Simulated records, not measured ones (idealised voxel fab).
The process module presented herein is designated voxel ribs on slabs.
Cross-section cut: width 180 nm, square cells of 5 nm.
Bands, listed from the top down, are how a cross-section gets written in this document; the cross-section itself is a grid of square cells, and a band is one or more rows of them. Within each band entry, the heights of the top and of the bottom of the band appear first, in that order and in nm; the materials of the band then follow from left to right, each with its corresponding width in nm. The designation "throughout" on a single material indicates that it fills the band from edge to edge; the designation "air" indicates empty space. Zero point of the height axis is 0; under it, received wafer = one material. Lowest band: continues down indefinitely, "top 0, no bottom". So if you see something like "30->40" for the width, read it as the top row of the band sitting at the first number and the bottom row at the second, with every row in between moving by the same amount as the last. When a step is marked "nothing got changed", none of the cells in the cross-section changed during that step. Under "Closed void entries" you'll find the enclosed gaps, the ones with no way out to the top, that are 8 cells or bigger; each reads width x height at distance, with distance counted from the left edge, everything in nm. On each step's line, the part that comes after the settings is the simulator's own comment on the step. You can add "overlay nm" to a step's line. For a step with a mask, it describes how far the mask lay to the right of its planned position, and a negative number describes a lay to the left.
THE PROCESS STEPS THAT WERE PLANNED ARE LISTED BELOW
- 1: RECEIVE: material Si
- 2: DIRECTIONAL_DEP: material SiO2, thk nm 30
- 3: DIRECTIONAL_DEP: material SiN, thk nm 20
- 4: DIRECTIONAL_DEP: material aC, thk nm 15
- 5: PATTERN: tone cover, mask id RIB, material resist, width nm 25, thk nm 30, overlay nm 0
- 6: DIRECTIONAL_ETCH: etch materials aC, depth nm 15
- 7: STRIP: etch materials resist
- 8: DIRECTIONAL_ETCH: etch materials SiN, depth nm 10
- 9: STRIP: etch materials aC
- 10: DIRECTIONAL_DEP: material aC, thk nm 15
- 11: PATTERN: tone cover, mask id SLAB, material resist, width nm 75, thk nm 30, overlay nm 0
- 12: DIRECTIONAL_ETCH: etch materials aC, depth nm 15
- 13: STRIP: etch materials resist
- 14: DIRECTIONAL_ETCH: etch materials SiN, depth nm 10
- 15: STRIP: etch materials aC
- 16: FILL_DEP: material SiO2, thk nm 25
- 17: CMP: height nm 65
- 18: DIRECTIONAL_DEP: material W, thk nm 5
- 19: PATTERN: tone cover, mask id HEATER, material resist, width nm 35, thk nm 15, overlay nm 0
- 20: DIRECTIONAL_ETCH: etch materials W, depth nm 5
- 21: STRIP: etch materials resist
- 22: CONFORMAL_DEP: material SiO2, thk nm 10
AS RECEIVED, AFTER STEP 1
	top 0, no bottom = Si throughout
	Closed void entries: none
END STATE OF THE MODULE IN CROSS-SECTION, GIVEN THE ABOVE STARTING POINT AND PLAN AND ONE MISTAKE IN EXECUTION
	top 80, bottom 50 = SiO2 throughout
	top 50, bottom 40 = SiO2 75  SiN 25  SiO2 80
	top 40, bottom 30 = SiO2 50  SiN 75  SiO2 55
	top 30, bottom 0 = SiO2 throughout
	top 0, no bottom = Si throughout
	Closed void entries: none
Here's what went sideways: step 18 ran as: DIRECTIONAL_DEP: material SiO2, thk nm 5
